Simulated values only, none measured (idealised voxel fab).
The name of this process module is voxel self aligned contacts.
The figure presents cross-section cut, which has a width of 265 nm and is divided into square cells with an edge length of 5 nm.
Heads up, the way a cross-section reads in here is a grid of square cells, handed over as bands from the top down, with every band being one or more rows of cells. Heights first: top, then bottom, in nm. Then materials, left to right, each with a width in nm. "all across" on a single material: fills the band edge to edge. "air": empty space. Ref level 0: as-received wafer is one material below here. Bottom band extends down with no lower bound ("0 down"). So if you see something like "30 to 40" for the width, read it as the top row of the band sitting at the first number and the bottom row at the second, with every row in between moving by the same amount as the last. Step note "no modifications" = no cross-section cell changed. This entry, "Internal closed voids", enumerates those empty regions of no fewer than 8 cells that possess no open connection to the top. Each region is reported in the form width x height at distance, the distance being taken from the left edge, with all three quantities expressed in nm. Read whatever lies past the settings on a step's line as the simulator's own remark about the step. You can add "overlay nm" to a step's line. For a step with a mask, it describes how far the mask lay to the right of its planned position, and a negative number describes a lay to the left. Heads up before you read on: it's before/after pairs around one process step each, after side only down to the lowest band that changed, step plus settings under the pair. Pairs can be from different runs of this module, same starting wafer, so only chain a pair onto the one above if its "Pre-step profile" entry says so.

Pre-step profile:
    55 to 35 = air 75 nm, then SiN 45 nm, then air 25 nm, then SiN 45 nm, then air 75 nm
    35 to 20 = air 75 nm, then SiN 5 nm, then polySi 35 nm, then SiN 5 nm, then air 25 nm, then SiN 5 nm, then polySi 35 nm, then SiN 5 nm, then air 75 nm
    20 to 15 = SiN 80 nm, then polySi 35 nm, then SiN 35 nm, then polySi 35 nm, then SiN 80 nm
    15 to 5 = polySi all across
    5 to 0 = SiO2 all across
    0 down = Si all across
    Internal closed voids: none

Sectional View, Post-Process:
    50 to 35 = air 75 nm, then SiN 45 nm, then air 25 nm, then SiN 45 nm, then air 75 nm
    35 to 15 = air 75 nm, then SiN 5 nm, then polySi 35 nm, then SiN 5 nm, then air 25 nm, then SiN 5 nm, then polySi 35 nm, then SiN 5 nm, then air 75 nm
    Whatever lies below 15 is exactly as it was before.
    Internal closed voids: none
Process step bridging the above cross-sections: DIRECTIONAL_ETCH with etch materials SiN, depth nm 5

Pre-step profile: the state before this step is the cross-section shown after the step in the pair just above.

Sectional View, Post-Process:
    60 to 50 = SiO2 all across
    50 to 35 = SiO2 75 nm, then SiN 45 nm, then SiO2 25 nm, then SiN 45 nm, then SiO2 75 nm
    35 to 15 = SiO2 75 nm, then SiN 5 nm, then polySi 35 nm, then SiN 5 nm, then SiO2 25 nm, then SiN 5 nm, then polySi 35 nm, then SiN 5 nm, then SiO2 75 nm
    Whatever lies below 15 is exactly as it was before.
    Internal closed voids: none
Process step bridging the above cross-sections: FILL_DEP with material SiO2, thk nm 10

Pre-step profile: the state before this step is the cross-section shown after the step in the pair just above.

Sectional View, Post-Process:
    45 to 35 = SiO2 75 nm, then SiN 45 nm, then SiO2 25 nm, then SiN 45 nm, then SiO2 75 nm
    Whatever lies below 35 is exactly as it was before.
    Internal closed voids: none
Process step bridging the above cross-sections: CMP with height nm 45

Pre-step profile: the state before this step is the cross-section shown after the step in the pair just above.

Sectional View, Post-Process:
    65 to 45 = resist 105 nm, then air 55 nm, then resist 105 nm
    Whatever lies below 45 is exactly as it was before.
    Internal closed voids: none
Process step bridging the above cross-sections: PATTERN with tone open, mask id CONTACT, material resist, width nm 55, thk nm 20, overlay nm 0

Pre-step profile: the state before this step is the cross-section shown after the step in the pair just above.

Sectional View, Post-Process:
    65 to 45 = resist 105 nm, then air 55 nm, then resist 105 nm
    45 to 35 = SiO2 75 nm, then SiN 45 nm, then air 25 nm, then SiN 45 nm, then SiO2 75 nm
    35 to 15 = SiO2 75 nm, then SiN 5 nm, then polySi 35 nm, then SiN 5 nm, then air 25 nm, then SiN 5 nm, then polySi 35 nm, then SiN 5 nm, then SiO2 75 nm
    Whatever lies below 15 is exactly as it was before.
    Internal closed voids: none
Process step bridging the above cross-sections: DIRECTIONAL_ETCH with etch materials SiO2, depth nm 45

Pre-step profile: the state before this step is the cross-section shown after the step in the pair just above.

Sectional View, Post-Process:
    45 to 35 = SiO2 75 nm, then SiN 45 nm, then air 25 nm, then SiN 45 nm, then SiO2 75 nm
    Whatever lies below 35 is exactly as it was before.
    Internal closed voids: none
Process step bridging the above cross-sections: STRIP with etch materials resist

Pre-step profile: the state before this step is the cross-section shown after the step in the pair just above.

Sectional View, Post-Process:
    50 to 45 = TiN 125 nm, then air 15 nm, then TiN 125 nm
    45 to 35 = SiO2 75 nm, then SiN 45 nm, then TiN 5 nm, then air 15 nm, then TiN 5 nm, then SiN 45 nm, then SiO2 75 nm
    35 to 20 = SiO2 75 nm, then SiN 5 nm, then polySi 35 nm, then SiN 5 nm, then TiN 5 nm, then air 15 nm, then TiN 5 nm, then SiN 5 nm, then polySi 35 nm, then SiN 5 nm, then SiO2 75 nm
    20 to 15 = SiO2 75 nm, then SiN 5 nm, then polySi 35 nm, then SiN 5 nm, then TiN 25 nm, then SiN 5 nm, then polySi 35 nm, then SiN 5 nm, then SiO2 75 nm
    Whatever lies below 15 is exactly as it was before.
    Internal closed voids: none
Process step bridging the above cross-sections: CONFORMAL_DEP with material TiN, thk nm 5

Pre-step profile: the state before this step is the cross-section shown after the step in the pair just above.

Sectional View, Post-Process:
    55 to 50 = W all across
    50 to 45 = TiN 125 nm, then W 15 nm, then TiN 125 nm
    45 to 35 = SiO2 75 nm, then SiN 45 nm, then TiN 5 nm, then W 15 nm, then TiN 5 nm, then SiN 45 nm, then SiO2 75 nm
    35 to 20 = SiO2 75 nm, then SiN 5 nm, then polySi 35 nm, then SiN 5 nm, then TiN 5 nm, then W 15 nm, then TiN 5 nm, then SiN 5 nm, then polySi 35 nm, then SiN 5 nm, then SiO2 75 nm
    Whatever lies below 20 is exactly as it was before.
    Internal closed voids: none
Process step bridging the above cross-sections: FILL_DEP with material W, thk nm 5

Pre-step profile: the state before this step is the cross-section shown after the step in the pair just above.

Sectional View, Post-Process:
    45 to 35 = SiO2 75 nm, then SiN 45 nm, then TiN 5 nm, then W 15 nm, then TiN 5 nm, then SiN 45 nm, then SiO2 75 nm
    Whatever lies below 35 is exactly as it was before.
    Internal closed voids: none
Process step bridging the above cross-sections: CMP with height nm 45

Pre-step profile: the state before this step is the cross-section shown after the step in the pair just above.

Sectional View, Post-Process:
    50 to 45 = SiCN all across
    Whatever lies below 45 is exactly as it was before.
    Internal closed voids: none
Process step bridging the above cross-sections: CONFORMAL_DEP with material SiCN, thk nm 5

Pre-step profile:
    40 to 25 = SiN all across
    25 to 5 = polySi all across
    5 to 0 = SiO2 all across
    0 down = Si all across
    Internal closed voids: none

Sectional View, Post-Process:
    55 to 40 = air 85 nm, then resist 25 nm, then air 45 nm, then resist 25 nm, then air 85 nm
    Whatever lies below 40 is exactly as it was before.
    Internal closed voids: none
Process step bridging the above cross-sections: PATTERN with tone cover, mask id GATE, material resist, width nm 25, pitch nm 70, thk nm 15, overlay nm 0

Pre-step profile: the state before this step is the cross-section shown after the step in the pair just above.

Sectional View, Post-Process:
    55 to 40 = air 85 nm, then resist 25 nm, then air 45 nm, then resist 25 nm, then air 85 nm
    40 to 25 = air 85 nm, then SiN 25 nm, then air 45 nm, then SiN 25 nm, then air 85 nm
    Whatever lies below 25 is exactly as it was before.
    Internal closed voids: none
Process step bridging the above cross-sections: DIRECTIONAL_ETCH with etch materials SiN, depth nm 15

Pre-step profile: the state before this step is the cross-section shown after the step in the pair just above.

Sectional View, Post-Process:
    55 to 40 = air 85 nm, then resist 25 nm, then air 45 nm, then resist 25 nm, then air 85 nm
    40 to 25 = air 85 nm, then SiN 25 nm, then air 45 nm, then SiN 25 nm, then air 85 nm
    25 to 5 = air 85 nm, then polySi 25 nm, then air 45 nm, then polySi 25 nm, then air 85 nm
    Whatever lies below 5 is exactly as it was before.
    Internal closed voids: none
Process step bridging the above cross-sections: DIRECTIONAL_ETCH with etch materials polySi, depth nm 20

Pre-step profile: the state before this step is the cross-section shown after the step in the pair just above.

Sectional View, Post-Process:
    40 to 25 = air 85 nm, then SiN 25 nm, then air 45 nm, then SiN 25 nm, then air 85 nm
    Whatever lies below 25 is exactly as it was before.
    Internal closed voids: none
Process step bridging the above cross-sections: STRIP with etch materials resist

Pre-step profile: the state before this step is the cross-section shown after the step in the pair just above.

Sectional View, Post-Process:
    45 to 25 = air 80 nm, then SiN 35 nm, then air 35 nm, then SiN 35 nm, then air 80 nm
    25 to 10 = air 80 nm, then SiN 5 nm, then polySi 25 nm, then SiN 5 nm, then air 35 nm, then SiN 5 nm, then polySi 25 nm, then SiN 5 nm, then air 80 nm
    10 to 5 = SiN 85 nm, then polySi 25 nm, then SiN 45 nm, then polySi 25 nm, then SiN 85 nm
    Whatever lies below 5 is exactly as it was before.
    Internal closed voids: none
Process step bridging the above cross-sections: CONFORMAL_DEP with material SiN, thk nm 5

Pre-step profile: the state before this step is the cross-section shown after the step in the pair just above.

Sectional View, Post-Process:
    40 to 25 = air 80 nm, then SiN 35 nm, then air 35 nm, then SiN 35 nm, then air 80 nm
    25 to 5 = air 80 nm, then SiN 5 nm, then polySi 25 nm, then SiN 5 nm, then air 35 nm, then SiN 5 nm, then polySi 25 nm, then SiN 5 nm, then air 80 nm
    Whatever lies below 5 is exactly as it was before.
    Internal closed voids: none
Process step bridging the above cross-sections: DIRECTIONAL_ETCH with etch materials SiN, depth nm 5

Pre-step profile: the state before this step is the cross-section shown after the step in the pair just above.

Sectional View, Post-Process:
    50 to 40 = SiO2 all across
    40 to 25 = SiO2 80 nm, then SiN 35 nm, then SiO2 35 nm, then SiN 35 nm, then SiO2 80 nm
    25 to 5 = SiO2 80 nm, then SiN 5 nm, then polySi 25 nm, then SiN 5 nm, then SiO2 35 nm, then SiN 5 nm, then polySi 25 nm, then SiN 5 nm, then SiO2 80 nm
    Whatever lies below 5 is exactly as it was before.
    Internal closed voids: none
Process step bridging the above cross-sections: FILL_DEP with material SiO2, thk nm 10

Pre-step profile: the state before this step is the cross-section shown after the step in the pair just above.

Sectional View, Post-Process:
    45 to 40 = SiO2 all across
    Whatever lies below 40 is exactly as it was before.
    Internal closed voids: none
Process step bridging the above cross-sections: CMP with height nm 45

Pre-step profile: the state before this step is the cross-section shown after the step in the pair just above.

Sectional View, Post-Process:
    65 to 45 = resist 105 nm, then air 55 nm, then resist 105 nm
    Whatever lies below 45 is exactly as it was before.
    Internal closed voids: none
Process step bridging the above cross-sections: PATTERN with tone open, mask id CONTACT, material resist, width nm 55, thk nm 20, overlay nm 0

Pre-step profile: the state before this step is the cross-section shown after the step in the pair just above.

Sectional View, Post-Process:
    65 to 45 = resist 105 nm, then air 55 nm, then resist 105 nm
    45 to 40 = SiO2 105 nm, then air 55 nm, then SiO2 105 nm
    40 to 25 = SiO2 80 nm, then SiN 35 nm, then air 35 nm, then SiN 35 nm, then SiO2 80 nm
    25 to 5 = SiO2 80 nm, then SiN 5 nm, then polySi 25 nm, then SiN 5 nm, then air 35 nm, then SiN 5 nm, then polySi 25 nm, then SiN 5 nm, then SiO2 80 nm
    5 to 0 = SiO2 115 nm, then air 35 nm, then SiO2 115 nm
    Whatever lies below 0 is exactly as it was before.
    Internal closed voids: none
Process step bridging the above cross-sections: DIRECTIONAL_ETCH with etch materials SiO2, depth nm 45

Pre-step profile: the state before this step is the cross-section shown after the step in the pair just above.

Sectional View, Post-Process:
    45 to 40 = SiO2 105 nm, then air 55 nm, then SiO2 105 nm
    Whatever lies below 40 is exactly as it was before.
    Internal closed voids: none
Process step bridging the above cross-sections: STRIP with etch materials resist

Pre-step profile: the state before this step is the cross-section shown after the step in the pair just above.

Sectional View, Post-Process:
    50 to 45 = TiN 110 nm, then air 45 nm, then TiN 110 nm
    45 to 40 = SiO2 105 nm, then TiN 15 nm, then air 25 nm, then TiN 15 nm, then SiO2 105 nm
    40 to 25 = SiO2 80 nm, then SiN 35 nm, then TiN 5 nm, then air 25 nm, then TiN 5 nm, then SiN 35 nm, then SiO2 80 nm
    25 to 5 = SiO2 80 nm, then SiN 5 nm, then polySi 25 nm, then SiN 5 nm, then TiN 5 nm, then air 25 nm, then TiN 5 nm, then SiN 5 nm, then polySi 25 nm, then SiN 5 nm, then SiO2 80 nm
    5 to 0 = SiO2 115 nm, then TiN 35 nm, then SiO2 115 nm
    Whatever lies below 0 is exactly as it was before.
    Internal closed voids: none
Process step bridging the above cross-sections: CONFORMAL_DEP with material TiN, thk nm 5

Pre-step profile: the state before this step is the cross-section shown after the step in the pair just above.

Sectional View, Post-Process:
    55 to 50 = W all across
    50 to 45 = TiN 110 nm, then W 45 nm, then TiN 110 nm
    45 to 40 = SiO2 105 nm, then TiN 15 nm, then W 25 nm, then TiN 15 nm, then SiO2 105 nm
    40 to 25 = SiO2 80 nm, then SiN 35 nm, then TiN 5 nm, then W 25 nm, then TiN 5 nm, then SiN 35 nm, then SiO2 80 nm
    25 to 5 = SiO2 80 nm, then SiN 5 nm, then polySi 25 nm, then SiN 5 nm, then TiN 5 nm, then W 25 nm, then TiN 5 nm, then SiN 5 nm, then polySi 25 nm, then SiN 5 nm, then SiO2 80 nm
    Whatever lies below 5 is exactly as it was before.
    Internal closed voids: none
Process step bridging the above cross-sections: FILL_DEP with material W, thk nm 5

Pre-step profile: the state before this step is the cross-section shown after the step in the pair just above.

Sectional View, Post-Process:
    45 to 40 = SiO2 105 nm, then TiN 15 nm, then W 25 nm, then TiN 15 nm, then SiO2 105 nm
    Whatever lies below 40 is exactly as it was before.
    Internal closed voids: none
Process step bridging the above cross-sections: CMP with height nm 45

Pre-step profile: the state before this step is the cross-section shown after the step in the pair just above.

Sectional View, Post-Process:
    50 to 45 = SiCN all across
    Whatever lies below 45 is exactly as it was before.
    Internal closed voids: none
Process step bridging the above cross-sections: CONFORMAL_DEP with material SiCN, thk nm 5

Pre-step profile:
    45 to 40 = SiO2 all across
    40 to 25 = SiO2 75 nm, then SiN 45 nm, then SiO2 25 nm, then SiN 45 nm, then SiO2 75 nm
    25 to 5 = SiO2 75 nm, then SiN 5 nm, then polySi 35 nm, then SiN 5 nm, then SiO2 25 nm, then SiN 5 nm, then polySi 35 nm, then SiN 5 nm, then SiO2 75 nm
    5 to 0 = SiO2 all across
    0 down = Si all across
    Internal closed voids: none

Sectional View, Post-Process:
    65 to 45 = resist 115 nm, then air 55 nm, then resist 95 nm
    Whatever lies below 45 is exactly as it was before.
    Internal closed voids: none
Process step bridging the above cross-sections: PATTERN with tone open, mask id CONTACT, material resist, width nm 55, thk nm 20, overlay nm 10

Pre-step profile: the state before this step is the cross-section shown after the step in the pair just above.

Sectional View, Post-Process:
    65 to 45 = resist 115 nm, then air 55 nm, then resist 95 nm
    45 to 40 = SiO2 115 nm, then air 55 nm, then SiO2 95 nm
    40 to 25 = SiO2 75 nm, then SiN 45 nm, then air 25 nm, then SiN 45 nm, then SiO2 75 nm
    25 to 5 = SiO2 75 nm, then SiN 5 nm, then polySi 35 nm, then SiN 5 nm, then air 25 nm, then SiN 5 nm, then polySi 35 nm, then SiN 5 nm, then SiO2 75 nm
    5 to 0 = SiO2 120 nm, then air 25 nm, then SiO2 120 nm
    Whatever lies below 0 is exactly as it was before.
    Internal closed voids: none
Process step bridging the above cross-sections: DIRECTIONAL_ETCH with etch materials SiO2, depth nm 45

Pre-step profile: the state before this step is the cross-section shown after the step in the pair just above.

Sectional View, Post-Process:
    45 to 40 = SiO2 115 nm, then air 55 nm, then SiO2 95 nm
    Whatever lies below 40 is exactly as it was before.
    Internal closed voids: none
Process step bridging the above cross-sections: STRIP with etch materials resist

Pre-step profile: the state before this step is the cross-section shown after the step in the pair just above.

Sectional View, Post-Process:
    50 to 45 = TiN 120 nm, then air 45 nm, then TiN 100 nm
    45 to 40 = SiO2 115 nm, then TiN 10 nm, then air 15 nm, then TiN 30 nm, then SiO2 95 nm
    40 to 25 = SiO2 75 nm, then SiN 45 nm, then TiN 5 nm, then air 15 nm, then TiN 5 nm, then SiN 45 nm, then SiO2 75 nm
    25 to 5 = SiO2 75 nm, then SiN 5 nm, then polySi 35 nm, then SiN 5 nm, then TiN 5 nm, then air 15 nm, then TiN 5 nm, then SiN 5 nm, then polySi 35 nm, then SiN 5 nm, then SiO2 75 nm
    5 to 0 = SiO2 120 nm, then TiN 25 nm, then SiO2 120 nm
    Whatever lies below 0 is exactly as it was before.
    Internal closed voids: none
Process step bridging the above cross-sections: CONFORMAL_DEP with material TiN, thk nm 5

Pre-step profile: the state before this step is the cross-section shown after the step in the pair just above.

Sectional View, Post-Process:
    55 to 50 = W all across
    50 to 45 = TiN 120 nm, then W 45 nm, then TiN 100 nm
    45 to 40 = SiO2 115 nm, then TiN 10 nm, then W 15 nm, then TiN 30 nm, then SiO2 95 nm
    40 to 25 = SiO2 75 nm, then SiN 45 nm, then TiN 5 nm, then W 15 nm, then TiN 5 nm, then SiN 45 nm, then SiO2 75 nm
    25 to 5 = SiO2 75 nm, then SiN 5 nm, then polySi 35 nm, then SiN 5 nm, then TiN 5 nm, then W 15 nm, then TiN 5 nm, then SiN 5 nm, then polySi 35 nm, then SiN 5 nm, then SiO2 75 nm
    Whatever lies below 5 is exactly as it was before.
    Internal closed voids: none
Process step bridging the above cross-sections: FILL_DEP with material W, thk nm 5

Pre-step profile: the state before this step is the cross-section shown after the step in the pair just above.

Sectional View, Post-Process:
    45 to 40 = SiO2 115 nm, then TiN 10 nm, then W 15 nm, then TiN 30 nm, then SiO2 95 nm
    Whatever lies below 40 is exactly as it was before.
    Internal closed voids: none
Process step bridging the above cross-sections: CMP with height nm 45

Pre-step profile: the state before this step is the cross-section shown after the step in the pair just above.

Sectional View, Post-Process:
    50 to 45 = SiCN all across
    Whatever lies below 45 is exactly as it was before.
    Internal closed voids: none
Process step bridging the above cross-sections: CONFORMAL_DEP with material SiCN, thk nm 5

Pre-step profile:
    45 to 40 = SiO2 105 nm, then TiN 20 nm, then W 15 nm, then TiN 20 nm, then SiO2 105 nm
    40 to 25 = SiO2 75 nm, then SiN 45 nm, then TiN 5 nm, then W 15 nm, then TiN 5 nm, then SiN 45 nm, then SiO2 75 nm
    25 to 5 = SiO2 75 nm, then SiN 5 nm, then polySi 35 nm, then SiN 5 nm, then TiN 5 nm, then W 15 nm, then TiN 5 nm, then SiN 5 nm, then polySi 35 nm, then SiN 5 nm, then SiO2 75 nm
    5 to 0 = SiO2 120 nm, then TiN 25 nm, then SiO2 120 nm
    0 down = Si all across
    Internal closed voids: none

Sectional View, Post-Process:
    50 to 45 = SiN all across
    Whatever lies below 45 is exactly as it was before.
    Internal closed voids: none
Process step bridging the above cross-sections: CONFORMAL_DEP with material SiN, thk nm 5

Pre-step profile:
    45 to 40 = SiO2 all across
    40 to 25 = SiO2 75 nm, then SiN 45 nm, then SiO2 25 nm, then SiN 45 nm, then SiO2 75 nm
    25 to 5 = SiO2 75 nm, then SiN 5 nm, then polySi 35 nm, then SiN 5 nm, then SiO2 25 nm, then SiN 5 nm, then polySi 35 nm, then SiN 5 nm, then SiO2 75 nm
    5 to 0 = SiO2 all across
    0 down = Si all across
    Internal closed voids: none

Sectional View, Post-Process:
    65 to 45 = air 105 nm, then resist 55 nm, then air 105 nm
    Whatever lies below 45 is exactly as it was before.
    Internal closed voids: none
Process step bridging the above cross-sections: PATTERN with tone cover, mask id CONTACT, material resist, width nm 55, thk nm 20, overlay nm 0

Pre-step profile: the state before this step is the cross-section shown after the step in the pair just above.

Sectional View, Post-Process:
    65 to 45 = air 105 nm, then resist 55 nm, then air 105 nm
    45 to 40 = air 105 nm, then SiO2 55 nm, then air 105 nm
    40 to 25 = air 75 nm, then SiN 45 nm, then SiO2 25 nm, then SiN 45 nm, then air 75 nm
    25 to 5 = air 75 nm, then SiN 5 nm, then polySi 35 nm, then SiN 5 nm, then SiO2 25 nm, then SiN 5 nm, then polySi 35 nm, then SiN 5 nm, then air 75 nm
    5 to 0 = air 75 nm, then SiO2 115 nm, then air 75 nm
    Whatever lies below 0 is exactly as it was before.
    Internal closed voids: none
Process step bridging the above cross-sections: DIRECTIONAL_ETCH with etch materials SiO2, depth nm 45

Pre-step profile: the state before this step is the cross-section shown after the step in the pair just above.

Sectional View, Post-Process:
    45 to 40 = air 105 nm, then SiO2 55 nm, then air 105 nm
    Whatever lies below 40 is exactly as it was before.
    Internal closed voids: none
Process step bridging the above cross-sections: STRIP with etch materials resist

Pre-step profile: the state before this step is the cross-section shown after the step in the pair just above.

Sectional View, Post-Process:
    50 to 45 = air 100 nm, then TiN 65 nm, then air 100 nm
    45 to 40 = air 70 nm, then TiN 35 nm, then SiO2 55 nm, then TiN 35 nm, then air 70 nm
    40 to 25 = air 70 nm, then TiN 5 nm, then SiN 45 nm, then SiO2 25 nm, then SiN 45 nm, then TiN 5 nm, then air 70 nm
    25 to 5 = air 70 nm, then TiN 5 nm, then SiN 5 nm, then polySi 35 nm, then SiN 5 nm, then SiO2 25 nm, then SiN 5 nm, then polySi 35 nm, then SiN 5 nm, then TiN 5 nm, then air 70 nm
    5 to 0 = TiN 75 nm, then SiO2 115 nm, then TiN 75 nm
    Whatever lies below 0 is exactly as it was before.
    Internal closed voids: none
Process step bridging the above cross-sections: CONFORMAL_DEP with material TiN, thk nm 5

Pre-step profile: the state before this step is the cross-section shown after the step in the pair just above.

Sectional View, Post-Process:
    55 to 50 = W all across
    50 to 45 = W 100 nm, then TiN 65 nm, then W 100 nm
    45 to 40 = W 70 nm, then TiN 35 nm, then SiO2 55 nm, then TiN 35 nm, then W 70 nm
    40 to 25 = W 70 nm, then TiN 5 nm, then SiN 45 nm, then SiO2 25 nm, then SiN 45 nm, then TiN 5 nm, then W 70 nm
    25 to 5 = W 70 nm, then TiN 5 nm, then SiN 5 nm, then polySi 35 nm, then SiN 5 nm, then SiO2 25 nm, then SiN 5 nm, then polySi 35 nm, then SiN 5 nm, then TiN 5 nm, then W 70 nm
    Whatever lies below 5 is exactly as it was before.
    Internal closed voids: none
Process step bridging the above cross-sections: FILL_DEP with material W, thk nm 5

Pre-step profile: the state before this step is the cross-section shown after the step in the pair just above.

Sectional View, Post-Process:
    45 to 40 = W 70 nm, then TiN 35 nm, then SiO2 55 nm, then TiN 35 nm, then W 70 nm
    Whatever lies below 40 is exactly as it was before.
    Internal closed voids: none
Process step bridging the above cross-sections: CMP with height nm 45

Pre-step profile: the state before this step is the cross-section shown after the step in the pair just above.

Sectional View, Post-Process:
    50 to 45 = SiCN all across
    Whatever lies below 45 is exactly as it was before.
    Internal closed voids: none
Process step bridging the above cross-sections: CONFORMAL_DEP with material SiCN, thk nm 5
